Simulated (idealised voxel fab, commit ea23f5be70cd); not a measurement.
Presented below is a process module, voxel gate over fins.
It is cross-section cut that appears here, measuring 235 nm in width, its square cells being 5 nm in size.
Each cross-section below is a grid of square cells, stated as bands in top-down order, with one or more rows of cells making up each band.
Quick guide to a band line: top height, bottom height (nm) up front; then every material left to right with its width in nm. Only one material and it's marked "all across"? Then it fills the band edge to edge. And "blank" just means empty space.
Below 0: as-received wafer, all one material; heights counted from there. Lowest band: no bottom, goes on down, written "0 and below".
It should be noted that a width expressed as "30 to 40" varies in equal increments from row to row of cells within the band, taking the value of the first number at the top row and that of the second number at the bottom row.
You'll sometimes find "nothing was modified" written for a step, and that's the way of saying that nowhere in the cross-section did a cell change during that step.
The label "Unvented voids" introduces a list of the empty spaces, 8 cells or larger, that have no open way up to the top; each entry in it reads width x height at distance, where the distance is taken from the left edge and all three are stated in nm.
Note: text after step settings on the step line = simulator remark on that step.
The setting "overlay nm" may be written on the line of a step. When the step uses a mask, the value reports how far to the right of the planned place the mask lay, and a negative value reports that it lay to the left.

## Intended process steps
step 1: RECEIVE,material Si
step 2: CONFORMAL_DEP,material SiN,thk nm 10
step 3: DIRECTIONAL_DEP,material aC,thk nm 15
step 4: PATTERN,tone cover,mask id FINS,material resist,width nm 15,pitch nm 45,thk nm 35,overlay nm 0
step 5: DIRECTIONAL_ETCH,etch materials aC,depth nm 15
step 6: STRIP,etch materials resist
step 7: DIRECTIONAL_ETCH,etch materials SiN,depth nm 10
step 8: DIRECTIONAL_ETCH,etch materials Si,depth nm 40
step 9: STRIP,etch materials aC
step 10: OXIDIZE,depth nm 5
step 11: FILL_DEP,material SiO2,thk nm 5
step 12: CMP,height nm 10
step 13: SELECTIVE_ETCH,etch materials SiO2,depth nm 20
step 14: STRIP,etch materials SiN
step 15: CONFORMAL_DEP,material HfO2,thk nm 5
step 16: CONFORMAL_DEP,material TiN,thk nm 5
step 17: FILL_DEP,material W,thk nm 10
step 18: CMP,height nm 15
step 19: CONFORMAL_DEP,material SiN,thk nm 10

## Cross-section of the wafer at receipt, which is the condition after step 1
    0 and below | Si all across
    Unvented voids: none

## Module complete - cross-section of the first of two wafers, run according to plan
    25 down to 15 | SiN all across
    15 down to 10 | W all across
    10 down to 5 | W 80 nm, TiN 25 nm, W 20 nm, TiN 25 nm, W 85 nm
    5 down to 0 | W 80 nm, TiN 5 nm, HfO2 15 nm, TiN 5 nm, W 20 nm, TiN 5 nm, HfO2 15 nm, TiN 5 nm, W 85 nm
    0 down to -5 | TiN 85 nm, HfO2 5 nm, Si 5 nm, HfO2 5 nm, TiN 30 nm, HfO2 5 nm, Si 5 nm, HfO2 5 nm, TiN 90 nm
    -5 down to -10 | HfO2 90 nm, Si 5 nm, HfO2 40 nm, Si 5 nm, HfO2 95 nm
    -10 down to -45 | SiO2 90 nm, Si 5 nm, SiO2 40 nm, Si 5 nm, SiO2 95 nm
    -45 and below | Si all across
    Unvented voids: none

## Cross-section, second wafer: same start as the first, same plan as the first, one mistake in running it; taken at the end of the module
    25 down to 15 | SiN all across
    15 down to 10 | W all across
    10 down to 5 | W 80 nm, TiN 25 nm, W 20 nm, TiN 25 nm, W 85 nm
    5 down to 0 | W 80 nm, TiN 5 nm, HfO2 15 nm, TiN 5 nm, W 20 nm, TiN 5 nm, HfO2 15 nm, TiN 5 nm, W 85 nm
    0 down to -5 | TiN 85 nm, HfO2 5 nm, Si 5 nm, HfO2 5 nm, TiN 30 nm, HfO2 5 nm, Si 5 nm, HfO2 5 nm, TiN 90 nm
    -5 down to -10 | HfO2 90 nm, Si 5 nm, HfO2 40 nm, Si 5 nm, HfO2 95 nm
    -10 down to -85 | SiO2 90 nm, Si 5 nm, SiO2 40 nm, Si 5 nm, SiO2 95 nm
    -85 and below | Si all across
    Unvented voids: none
Misprocessing identified: it should be noted that step 8 of the plan was executed twice
Wrapping up, a cell-based count of both wafers puts the second over or under the first for these materials: Si: 360 fewer | SiO2: 360 more
